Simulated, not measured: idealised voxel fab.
Process module in this document: voxel self aligned contacts
FYI the section here is cut, 210 nm wide, cells are 5 nm squares.
Square cells in a grid make up a cross-section in this document, and the grid is given as bands, listed from the top down, each one or more rows of cells.
Band: top and bottom heights (nm) first, top before bottom; then materials from left to right, widths in nm. "everywhere" marks a sole material filling the band edge to edge. "empty" denotes empty space.
Height reference: 0 = level under which incoming wafer is all one material. Lowest band: no bottom, runs on downward, e.g. "0 down".
You'd read "30->40" like this: the band's top row of cells is as wide as the first number, its bottom row is as wide as the second, and going down, every row changes width by the same amount as the row before did.
What does "nothing changed" mean for a step? It means no cell of the cross-section changed in that step.
Empty spaces counting at least 8 cells and having no open way to the top are listed in "Unvented cavities". The notation width x height at distance is used for each, the distance being from the left edge and all three values in nm.
It should be noted that, on the line of a given step, the content following the step's settings is a remark produced by the simulator itself with respect to that step.
A step's line can hold "overlay nm"; with a mask on that step, the setting says how far right of the planned place the mask lay, while a negative setting says it lay to the left.

THE PROCESS STEPS THAT WERE PLANNED ARE LISTED BELOW
1: RECEIVE: material Si
2: OXIDIZE: depth nm 5
3: DIRECTIONAL_DEP: material polySi, thk nm 30
4: DIRECTIONAL_DEP: material SiN, thk nm 20
5: PATTERN: tone cover, mask id GATE, material resist, width nm 30, pitch nm 65, thk nm 20, overlay nm 0
6: DIRECTIONAL_ETCH: etch materials SiN, depth nm 20
7: DIRECTIONAL_ETCH: etch materials polySi, depth nm 30
8: STRIP: etch materials resist
9: CONFORMAL_DEP: material SiN, thk nm 10
10: DIRECTIONAL_ETCH: etch materials SiN, depth nm 10
11: FILL_DEP: material SiO2, thk nm 15
12: CMP: height nm 55
13: PATTERN: tone open, mask id CONTACT, material resist, width nm 45, pitch nm 65, thk nm 15, overlay nm 0
14: DIRECTIONAL_ETCH: etch materials SiO2, depth nm 60
15: STRIP: etch materials resist
16: CONFORMAL_DEP: material TiN, thk nm 5
17: FILL_DEP: material W, thk nm 5
18: CMP: height nm 55
19: CONFORMAL_DEP: material SiCN, thk nm 5

THE FIRST OF A SET OF TWO WAFERS, RUN TO PLAN

WAFER AS RECEIVED: CROSS-SECTION FOLLOWING STEP 1
> 0 down | Si everywhere
> Unvented cavities: none

WAFER XSEC, POST STEP 2
> 0 to -5 | SiO2 everywhere
> Whatever lies below -5 is exactly as it was before.

WAFER XSEC, POST STEP 3
> 30 to 0 | polySi everywhere
> Whatever lies below 0 is exactly as it was before.

WAFER XSEC, POST STEP 4
> 50 to 30 | SiN everywhere
> Whatever lies below 30 is exactly as it was before.

WAFER XSEC, POST STEP 5
> 70 to 50 | 25 nm empty, then 30 nm resist, then 35 nm empty, then 30 nm resist, then 35 nm empty, then 30 nm resist, then 25 nm empty
> Whatever lies below 50 is exactly as it was before.

WAFER XSEC, POST STEP 6
> 70 to 50 | 25 nm empty, then 30 nm resist, then 35 nm empty, then 30 nm resist, then 35 nm empty, then 30 nm resist, then 25 nm empty
> 50 to 30 | 25 nm empty, then 30 nm SiN, then 35 nm empty, then 30 nm SiN, then 35 nm empty, then 30 nm SiN, then 25 nm empty
> Whatever lies below 30 is exactly as it was before.

WAFER XSEC, POST STEP 7
> 70 to 50 | 25 nm empty, then 30 nm resist, then 35 nm empty, then 30 nm resist, then 35 nm empty, then 30 nm resist, then 25 nm empty
> 50 to 30 | 25 nm empty, then 30 nm SiN, then 35 nm empty, then 30 nm SiN, then 35 nm empty, then 30 nm SiN, then 25 nm empty
> 30 to 0 | 25 nm empty, then 30 nm polySi, then 35 nm empty, then 30 nm polySi, then 35 nm empty, then 30 nm polySi, then 25 nm empty
> Whatever lies below 0 is exactly as it was before.

WAFER XSEC, POST STEP 8
> 50 to 30 | 25 nm empty, then 30 nm SiN, then 35 nm empty, then 30 nm SiN, then 35 nm empty, then 30 nm SiN, then 25 nm empty
> Whatever lies below 30 is exactly as it was before.

WAFER XSEC, POST STEP 9
> 60 to 30 | 15 nm empty, then 50 nm SiN, then 15 nm empty, then 50 nm SiN, then 15 nm empty, then 50 nm SiN, then 15 nm empty
> 30 to 10 | 15 nm empty, then 10 nm SiN, then 30 nm polySi, then 10 nm SiN, then 15 nm empty, then 10 nm SiN, then 30 nm polySi, then 10 nm SiN, then 15 nm empty, then 10 nm SiN, then 30 nm polySi, then 10 nm SiN, then 15 nm empty
> 10 to 0 | 25 nm SiN, then 30 nm polySi, then 35 nm SiN, then 30 nm polySi, then 35 nm SiN, then 30 nm polySi, then 25 nm SiN
> Whatever lies below 0 is exactly as it was before.

WAFER XSEC, POST STEP 10
> 50 to 30 | 15 nm empty, then 50 nm SiN, then 15 nm empty, then 50 nm SiN, then 15 nm empty, then 50 nm SiN, then 15 nm empty
> 30 to 0 | 15 nm empty, then 10 nm SiN, then 30 nm polySi, then 10 nm SiN, then 15 nm empty, then 10 nm SiN, then 30 nm polySi, then 10 nm SiN, then 15 nm empty, then 10 nm SiN, then 30 nm polySi, then 10 nm SiN, then 15 nm empty
> Whatever lies below 0 is exactly as it was before.

WAFER XSEC, POST STEP 11
> 65 to 50 | SiO2 everywhere
> 50 to 30 | 15 nm SiO2, then 50 nm SiN, then 15 nm SiO2, then 50 nm SiN, then 15 nm SiO2, then 50 nm SiN, then 15 nm SiO2
> 30 to 0 | 15 nm SiO2, then 10 nm SiN, then 30 nm polySi, then 10 nm SiN, then 15 nm SiO2, then 10 nm SiN, then 30 nm polySi, then 10 nm SiN, then 15 nm SiO2, then 10 nm SiN, then 30 nm polySi, then 10 nm SiN, then 15 nm SiO2
> Whatever lies below 0 is exactly as it was before.

WAFER XSEC, POST STEP 12
> 55 to 50 | SiO2 everywhere
> Whatever lies below 50 is exactly as it was before.

WAFER XSEC, POST STEP 13
> 70 to 55 | 50 nm resist, then 45 nm empty, then 20 nm resist, then 45 nm empty, then 50 nm resist
> Whatever lies below 55 is exactly as it was before.

WAFER XSEC, POST STEP 14
> 70 to 55 | 50 nm resist, then 45 nm empty, then 20 nm resist, then 45 nm empty, then 50 nm resist
> 55 to 50 | 50 nm SiO2, then 45 nm empty, then 20 nm SiO2, then 45 nm empty, then 50 nm SiO2
> 50 to 30 | 15 nm SiO2, then 50 nm SiN, then 15 nm empty, then 50 nm SiN, then 15 nm empty, then 50 nm SiN, then 15 nm SiO2
> 30 to 0 | 15 nm SiO2, then 10 nm SiN, then 30 nm polySi, then 10 nm SiN, then 15 nm empty, then 10 nm SiN, then 30 nm polySi, then 10 nm SiN, then 15 nm empty, then 10 nm SiN, then 30 nm polySi, then 10 nm SiN, then 15 nm SiO2
> 0 to -5 | 65 nm SiO2, then 15 nm empty, then 50 nm SiO2, then 15 nm empty, then 65 nm SiO2
> Whatever lies below -5 is exactly as it was before.

WAFER XSEC, POST STEP 15
> 55 to 50 | 50 nm SiO2, then 45 nm empty, then 20 nm SiO2, then 45 nm empty, then 50 nm SiO2
> Whatever lies below 50 is exactly as it was before.

WAFER XSEC, POST STEP 16
> 60 to 55 | 55 nm TiN, then 35 nm empty, then 30 nm TiN, then 35 nm empty, then 55 nm TiN
> 55 to 50 | 50 nm SiO2, then 20 nm TiN, then 5 nm empty, then 20 nm TiN, then 20 nm SiO2, then 20 nm TiN, then 5 nm empty, then 20 nm TiN, then 50 nm SiO2
> 50 to 30 | 15 nm SiO2, then 50 nm SiN, then 5 nm TiN, then 5 nm empty, then 5 nm TiN, then 50 nm SiN, then 5 nm TiN, then 5 nm empty, then 5 nm TiN, then 50 nm SiN, then 15 nm SiO2
> 30 to 0 | 15 nm SiO2, then 10 nm SiN, then 30 nm polySi, then 10 nm SiN, then 5 nm TiN, then 5 nm empty, then 5 nm TiN, then 10 nm SiN, then 30 nm polySi, then 10 nm SiN, then 5 nm TiN, then 5 nm empty, then 5 nm TiN, then 10 nm SiN, then 30 nm polySi, then 10 nm SiN, then 15 nm SiO2
> 0 to -5 | 65 nm SiO2, then 15 nm TiN, then 50 nm SiO2, then 15 nm TiN, then 65 nm SiO2
> Whatever lies below -5 is exactly as it was before.

WAFER XSEC, POST STEP 17
> 65 to 60 | W everywhere
> 60 to 55 | 55 nm TiN, then 35 nm W, then 30 nm TiN, then 35 nm W, then 55 nm TiN
> 55 to 50 | 50 nm SiO2, then 20 nm TiN, then 5 nm W, then 20 nm TiN, then 20 nm SiO2, then 20 nm TiN, then 5 nm W, then 20 nm TiN, then 50 nm SiO2
> 50 to 30 | 15 nm SiO2, then 50 nm SiN, then 5 nm TiN, then 5 nm W, then 5 nm TiN, then 50 nm SiN, then 5 nm TiN, then 5 nm W, then 5 nm TiN, then 50 nm SiN, then 15 nm SiO2
> 30 to 0 | 15 nm SiO2, then 10 nm SiN, then 30 nm polySi, then 10 nm SiN, then 5 nm TiN, then 5 nm W, then 5 nm TiN, then 10 nm SiN, then 30 nm polySi, then 10 nm SiN, then 5 nm TiN, then 5 nm W, then 5 nm TiN, then 10 nm SiN, then 30 nm polySi, then 10 nm SiN, then 15 nm SiO2
> Whatever lies below 0 is exactly as it was before.

WAFER XSEC, POST STEP 18
> 55 to 50 | 50 nm SiO2, then 20 nm TiN, then 5 nm W, then 20 nm TiN, then 20 nm SiO2, then 20 nm TiN, then 5 nm W, then 20 nm TiN, then 50 nm SiO2
> Whatever lies below 50 is exactly as it was before.

WAFER XSEC, POST STEP 19
> 60 to 55 | SiCN everywhere
> Whatever lies below 55 is exactly as it was before.

SECOND WAFER: LIKE START, LIKE PLAN, ONE MISTAKE. THROUGH STEP 12 IT MATCHES THE FIRST WAFER

CROSS-SECTION OF THE SECOND WAFER CORRESPONDING TO THE PLANNED CONCLUSION OF STEP 13
> 70 to 55 | 55 nm resist, then 40 nm empty, then 25 nm resist, then 40 nm empty, then 50 nm resist
> Whatever lies below 55 is exactly as it was before.

CROSS-SECTION OF THE SECOND WAFER CORRESPONDING TO THE PLANNED CONCLUSION OF STEP 14
> 70 to 55 | 55 nm resist, then 40 nm empty, then 25 nm resist, then 40 nm empty, then 50 nm resist
> 55 to 50 | 55 nm SiO2, then 40 nm empty, then 25 nm SiO2, then 40 nm empty, then 50 nm SiO2
> 50 to 30 | 15 nm SiO2, then 50 nm SiN, then 15 nm empty, then 50 nm SiN, then 15 nm empty, then 50 nm SiN, then 15 nm SiO2
> 30 to 0 | 15 nm SiO2, then 10 nm SiN, then 30 nm polySi, then 10 nm SiN, then 15 nm empty, then 10 nm SiN, then 30 nm polySi, then 10 nm SiN, then 15 nm empty, then 10 nm SiN, then 30 nm polySi, then 10 nm SiN, then 15 nm SiO2
> 0 to -5 | 65 nm SiO2, then 15 nm empty, then 50 nm SiO2, then 15 nm empty, then 65 nm SiO2
> Whatever lies below -5 is exactly as it was before.

CROSS-SECTION OF THE SECOND WAFER CORRESPONDING TO THE PLANNED CONCLUSION OF STEP 15
> 55 to 50 | 55 nm SiO2, then 40 nm empty, then 25 nm SiO2, then 40 nm empty, then 50 nm SiO2
> Whatever lies below 50 is exactly as it was before.

CROSS-SECTION OF THE SECOND WAFER CORRESPONDING TO THE PLANNED CONCLUSION OF STEP 16
> 60 to 55 | 60 nm TiN, then 30 nm empty, then 35 nm TiN, then 30 nm empty, then 55 nm TiN
> 55 to 50 | 55 nm SiO2, then 15 nm TiN, then 5 nm empty, then 20 nm TiN, then 25 nm SiO2, then 15 nm TiN, then 5 nm empty, then 20 nm TiN, then 50 nm SiO2
> 50 to 30 | 15 nm SiO2, then 50 nm SiN, then 5 nm TiN, then 5 nm empty, then 5 nm TiN, then 50 nm SiN, then 5 nm TiN, then 5 nm empty, then 5 nm TiN, then 50 nm SiN, then 15 nm SiO2
> 30 to 0 | 15 nm SiO2, then 10 nm SiN, then 30 nm polySi, then 10 nm SiN, then 5 nm TiN, then 5 nm empty, then 5 nm TiN, then 10 nm SiN, then 30 nm polySi, then 10 nm SiN, then 5 nm TiN, then 5 nm empty, then 5 nm TiN, then 10 nm SiN, then 30 nm polySi, then 10 nm SiN, then 15 nm SiO2
> 0 to -5 | 65 nm SiO2, then 15 nm TiN, then 50 nm SiO2, then 15 nm TiN, then 65 nm SiO2
> Whatever lies below -5 is exactly as it was before.

CROSS-SECTION OF THE SECOND WAFER CORRESPONDING TO THE PLANNED CONCLUSION OF STEP 17
> 65 to 60 | W everywhere
> 60 to 55 | 60 nm TiN, then 30 nm W, then 35 nm TiN, then 30 nm W, then 55 nm TiN
> 55 to 50 | 55 nm SiO2, then 15 nm TiN, then 5 nm W, then 20 nm TiN, then 25 nm SiO2, then 15 nm TiN, then 5 nm W, then 20 nm TiN, then 50 nm SiO2
> 50 to 30 | 15 nm SiO2, then 50 nm SiN, then 5 nm TiN, then 5 nm W, then 5 nm TiN, then 50 nm SiN, then 5 nm TiN, then 5 nm W, then 5 nm TiN, then 50 nm SiN, then 15 nm SiO2
> 30 to 0 | 15 nm SiO2, then 10 nm SiN, then 30 nm polySi, then 10 nm SiN, then 5 nm TiN, then 5 nm W, then 5 nm TiN, then 10 nm SiN, then 30 nm polySi, then 10 nm SiN, then 5 nm TiN, then 5 nm W, then 5 nm TiN, then 10 nm SiN, then 30 nm polySi, then 10 nm SiN, then 15 nm SiO2
> Whatever lies below 0 is exactly as it was before.

CROSS-SECTION OF THE SECOND WAFER CORRESPONDING TO THE PLANNED CONCLUSION OF STEP 18
> 55 to 50 | 55 nm SiO2, then 15 nm TiN, then 5 nm W, then 20 nm TiN, then 25 nm SiO2, then 15 nm TiN, then 5 nm W, then 20 nm TiN, then 50 nm SiO2
> Whatever lies below 50 is exactly as it was before.

CROSS-SECTION OF THE SECOND WAFER CORRESPONDING TO THE PLANNED CONCLUSION OF STEP 19
> 60 to 55 | SiCN everywhere
> Whatever lies below 55 is exactly as it was before.
Heads up, the wafer didn't run the way we planned it: step 13: run off-plan, actual operation and settings PATTERN: tone open, mask id CONTACT, material resist, width nm 40, pitch nm 65, thk nm 15, overlay nm 0
at the end the second wafer has, in cells: SiO2 +2; TiN -2
